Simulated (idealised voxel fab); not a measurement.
Process module heading - voxel wiring stack
This is section cut - it's 190 nm across, gridded in 5 nm square cells.
If you're reading a cross-section in this doc, picture square cells in a grid; it comes to you as bands, top ones listed first down to the bottom, and a band can be one or more rows of cells.
The entry gives the band's vertical extent as a top height and a bottom height in nm, then its horizontal make-up as materials from left to right, each with a width in nm. "empty" stands for empty space; a single material marked "edge to edge" fills the band edge to edge.
All heights in this document are referenced to 0, defined as the level beneath which the wafer, as received, consists entirely of one material. The lowest band is not bounded below; it extends indefinitely downward and is written in the form "0 nm and below".
Note: "30..40" means the width goes from the first number (top row of the band) to the second number (bottom row) in equal steps per row of cells.
"no change" (step): cross-section cells unchanged, all of them.
For the entry "Enclosed empty spaces", the listed items are empty spaces with no open way to the top whose size is 8 cells or more; each item follows the pattern width x height at distance, where distance is from the left edge and all three are in nm.
It should be noted that, on the line of a given step, the content following the step's settings is a remark produced by the simulator itself with respect to that step.
overlay nm: how far to the right of its planned place the mask lay on this masked step (negative: to the left).
# Process steps - plan
1,RECEIVE | material Si
2,CONFORMAL_DEP | material SiO2 | thk nm 15
3,CONFORMAL_DEP | material SiCN | thk nm 5
4,DIRECTIONAL_DEP | material lowk | thk nm 15
5,DIRECTIONAL_DEP | material aC | thk nm 15
6,PATTERN | tone open | mask id METAL_1 | material resist | width nm 20 | pitch nm 35 | thk nm 35 | overlay nm 0
7,DIRECTIONAL_ETCH | etch materials aC | depth nm 15
8,STRIP | etch materials resist
9,DIRECTIONAL_ETCH | etch materials lowk | depth nm 15
10,DIRECTIONAL_ETCH | etch materials SiCN | depth nm 5
11,STRIP | etch materials aC
12,CONFORMAL_DEP | material TiN | thk nm 5
13,FILL_DEP | material W | thk nm 5
14,CMP | height nm 35
15,CONFORMAL_DEP | material SiCN | thk nm 5
16,DIRECTIONAL_DEP | material lowk | thk nm 15
17,PATTERN | tone open | mask id PLUG_1 | material resist | width nm 15 | pitch nm 35 | thk nm 15 | overlay nm 0
18,DIRECTIONAL_ETCH | etch materials lowk | depth nm 15
19,DIRECTIONAL_ETCH | etch materials SiCN | depth nm 5
20,STRIP | etch materials resist
21,EPI | material Ru | thk nm 10
22,EPI | material Ru | thk nm 10
23,DIRECTIONAL_DEP | material TiN | thk nm 5
24,DIRECTIONAL_DEP | material Ru | thk nm 15
25,MASKED_ETCH | tone cover | mask id METAL_2 | width nm 20 | pitch nm 35 | etch materials Ru | depth nm 15 | overlay nm 0
26,MASKED_ETCH | tone cover | mask id METAL_2 | width nm 20 | pitch nm 35 | etch materials TiN | depth nm 5 | overlay nm 0
27,CONFORMAL_DEP | material SiCN | thk nm 5
28,FILL_DEP | material lowk | thk nm 5
29,CMP | height nm 75
30,CONFORMAL_DEP | material SiCN | thk nm 5
31,DIRECTIONAL_DEP | material lowk | thk nm 30
32,PATTERN | tone open | mask id METAL_3_HOLES | material resist | width nm 15 | pitch nm 35 | thk nm 15 | overlay nm 0
33,DIRECTIONAL_ETCH | etch materials lowk | depth nm 30
34,STRIP | etch materials resist
35,DIRECTIONAL_DEP | material aC | thk nm 15
36,PATTERN | tone open | mask id METAL_3 | material resist | width nm 20 | pitch nm 35 | thk nm 35 | overlay nm 0
37,DIRECTIONAL_ETCH | etch materials aC | depth nm 15
38,STRIP | etch materials resist
39,DIRECTIONAL_ETCH | etch materials lowk | depth nm 5
40,DIRECTIONAL_ETCH | etch materials SiCN | depth nm 5
41,STRIP | etch materials aC
42,CONFORMAL_DEP | material TiN | thk nm 5
43,FILL_DEP | material Ru | thk nm 10
44,CMP | height nm 110
45,CONFORMAL_DEP | material SiCN | thk nm 5
Keep in mind the plan's value for the depth nm of step 39 comes from the first wafer; the wafers don't share that setting, but they do share the same starting point.
# Cross-section of the first of several wafers on receipt, reflecting completion of step 1
- 0 nm and below | Si edge to edge
- Enclosed empty spaces: none
# Post step 45, the closing step of the module: first of several wafers, cross-sectioned
- 115 nm to 110 nm | SiCN edge to edge
- 110 nm to 105 nm | lowk (65); TiN (5); Ru (5); TiN (10); lowk (15); TiN (5); Ru (5); TiN (10); lowk (70)
- 105 nm to 80 nm | lowk (65); TiN (5); Ru (5); TiN (5); lowk (20); TiN (5); Ru (5); TiN (5); lowk (75)
- 80 nm to 75 nm | SiCN (65); TiN (15); SiCN (20); TiN (15); SiCN (75)
- 75 nm to 60 nm | lowk (60); SiCN (5); Ru (20); SiCN (5); lowk (5); SiCN (5); Ru (20); SiCN (5); lowk (65)
- 60 nm to 55 nm | SiCN (65); TiN (20); SiCN (15); TiN (20); SiCN (70)
- 55 nm to 40 nm | lowk (65); Ru (15); lowk (20); Ru (15); lowk (75)
- 40 nm to 35 nm | SiCN (65); Ru (15); SiCN (20); Ru (15); SiCN (75)
- 35 nm to 20 nm | lowk (65); TiN (5); W (10); TiN (5); lowk (15); TiN (5); W (10); TiN (5); lowk (70)
- 20 nm to 15 nm | SiCN (65); TiN (20); SiCN (15); TiN (20); SiCN (70)
- 15 nm to 0 nm | SiO2 edge to edge
- 0 nm and below | Si edge to edge
- Enclosed empty spaces: none
# Cross-section at module completion, last wafer
- 115 nm to 110 nm | SiCN edge to edge
- 110 nm to 80 nm | lowk (65); TiN (5); Ru (10); TiN (5); lowk (15); TiN (5); Ru (10); TiN (5); lowk (70)
- 80 nm to 75 nm | SiCN (65); TiN (20); SiCN (15); TiN (20); SiCN (70)
- 75 nm to 60 nm | lowk (60); SiCN (5); Ru (20); SiCN (5); lowk (5); SiCN (5); Ru (20); SiCN (5); lowk (65)
- 60 nm to 55 nm | SiCN (65); TiN (20); SiCN (15); TiN (20); SiCN (70)
- 55 nm to 40 nm | lowk (65); Ru (15); lowk (20); Ru (15); lowk (75)
- 40 nm to 35 nm | SiCN (65); Ru (15); SiCN (20); Ru (15); SiCN (75)
- 35 nm to 20 nm | lowk (65); TiN (5); W (10); TiN (5); lowk (15); TiN (5); W (10); TiN (5); lowk (70)
- 20 nm to 15 nm | SiCN (65); TiN (20); SiCN (15); TiN (20); SiCN (70)
- 15 nm to 0 nm | SiO2 edge to edge
- 0 nm and below | Si edge to edge
- Enclosed empty spaces: none
# For your reference, the table is organized with a row per wafer; each row reflects the wafer at the end of the module, indicating for each material the cells gained (+) or lost (-) since receipt, and thereafter its closed voids
depth nm 5; +60 Ru; +174 SiCN; +114 SiO2; +60 TiN; +12 W; +454 lowk; Enclosed empty spaces: none
depth nm 10; +62 Ru; +174 SiCN; +114 SiO2; +60 TiN; +12 W; +452 lowk; Enclosed empty spaces: none
depth nm 15; +64 Ru; +174 SiCN; +114 SiO2; +60 TiN; +12 W; +450 lowk; Enclosed empty spaces: none
depth nm 20; +66 Ru; +174 SiCN; +114 SiO2; +60 TiN; +12 W; +448 lowk; Enclosed empty spaces: none
depth nm 25; +68 Ru; +174 SiCN; +114 SiO2; +60 TiN; +12 W; +446 lowk; Enclosed empty spaces: none
depth nm 30; +72 Ru; +172 SiCN; +114 SiO2; +60 TiN; +12 W; +444 lowk; Enclosed empty spaces: none
